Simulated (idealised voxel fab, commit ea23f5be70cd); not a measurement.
Presented below is a process module, voxel tone inversion.
Each square cell in cross-section cut measures 5 nm, and the section as a whole is 170 nm wide.
Square cells in a grid make up a cross-section in this document, and the grid is given as bands, listed from the top down, each one or more rows of cells.
Band: top height; bottom height; in nm. Then, left to right: material with width in nm, for each material. "full width": a single material spanning edge to edge. "empty": empty space.
Counting heights begins at 0, where everything beneath is, in the wafer as received, one material. The lowest band has no bottom; it goes on downwards, as "0 and below" shows.
A width such as "30..40" changes by the same amount from each row of cells to the next, from the band's top row to its bottom row.
"changes: none" (step): cross-section cells unchanged, all of them.
Empty spaces without an open route to the top, at least 8 cells in extent, make up the entry "Closed void entries"; each is given as width x height at distance, where the distance is measured from the left edge, and all are in nm.
Heads up: the bit after the settings on a step's line is the simulator's remark on that step.
overlay nm: mask right of planned place by this much (step with mask). Neg. = left.

List of planned process steps:
- 1: RECEIVE [material Si]
- 2: CONFORMAL_DEP [material SiN] [thk nm 5]
- 3: DIRECTIONAL_DEP [material aC] [thk nm 25]
- 4: PATTERN [tone cover] [mask id POSTS] [material resist] [width nm 15] [pitch nm 40] [thk nm 35] [overlay nm 0]
- 5: DIRECTIONAL_ETCH [etch materials aC] [depth nm 25]
- 6: STRIP [etch materials resist]
- 7: FILL_DEP [material SiO2] [thk nm 5]
- 8: CMP [height nm 30]
- 9: STRIP [etch materials aC]

This is the cross-section of the wafer as we received it, i.e. after step 1:
	0 and below = Si full width
	Closed void entries: none

Below is the wafer in cross-section after the module was completed. It began from the starting point shown above and followed the plan shown above, except that one mistake was made while running it:
	30 down to 5 = 15 of SiO2  20 of empty  20 of SiO2  20 of empty  20 of SiO2  20 of empty  20 of SiO2  20 of empty  15 of SiO2
	5 down to 0 = SiN full width
	0 and below = Si full width
	Closed void entries: none
In executing the process, a mistake was made relative to the plan: step 4 was run on a setting that differed from the plan, and what really ran there is PATTERN [tone cover] [mask id POSTS] [material resist] [width nm 20] [pitch nm 40] [thk nm 35] [overlay nm 0]
